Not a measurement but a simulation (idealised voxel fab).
The following process module bears the name voxel released beams.
Square cell edge 5 nm, section width 230 nm, ID cut.
For the purposes of this document, a cross-section shall be understood as a grid of square cells, specified as bands listed in top-to-bottom order, each band consisting of one or more rows of cells.
Read a band's entry like this: the first values are the height of its top and the height of its bottom in nm, and what follows is the sequence of materials from left to right, each with its width in nm. Note that "air" is empty space, and that a single material marked "full width" reaches across the band from edge to edge.
Heights are reckoned from 0. Under this level, the received wafer is all of one material. The bottommost band is open-ended downward, for example "0 -> down".
The notation "30->40" denotes a width that varies across the rows of cells in the band, beginning at the first number in the top row, finishing at the second number in the bottom row, and changing by an identical amount from each row to the next.
"nothing different" for a step: no cell of the cross-section changed in that step.
This entry, "Sealed internal cavities", enumerates those empty regions of no fewer than 8 cells that possess no open connection to the top. Each region is reported in the form width x height at distance, the distance being taken from the left edge, with all three quantities expressed in nm.
On each step's line, the part that comes after the settings is the simulator's own comment on the step.
overlay nm: how far to the right of its planned place the mask lay on this masked step (negative: to the left).
**Intended process steps**
step 1: RECEIVE | material Si
step 2: CONFORMAL_DEP | material SiN | thk nm 10
step 3: DIRECTIONAL_DEP | material SiO2 | thk nm 10
step 4: PATTERN | tone open | mask id ANCHOR | material resist | width nm 40 | thk nm 15 | overlay nm 0
step 5: DIRECTIONAL_ETCH | etch materials SiO2 | depth nm 10
step 6: STRIP | etch materials resist
step 7: CONFORMAL_DEP | material polySi | thk nm 15
step 8: MASKED_ETCH | tone cover | mask id BEAM | width nm 100 | etch materials polySi | depth nm 15 | overlay nm 0
step 9: STRIP | etch materials SiO2
**Cross-sectional view of the wafer in its as-received condition, corresponding to the state after step 1**
- 0 -> down: Si full width
- Sealed internal cavities: none
**Final cross-section, module run with one mistake (start and plan as above)**
- 25 -> 15: air (60)  polySi (20)  air (10)  polySi (70)  air (70)
- 15 -> 10: air (60)  polySi (100)  air (70)
- 10 -> 0: air (65)  polySi (40)  air (125)
- 0 -> down: Si full width
- Sealed internal cavities: none
Processing error: step 2 from the plan never happened, it was just skipped
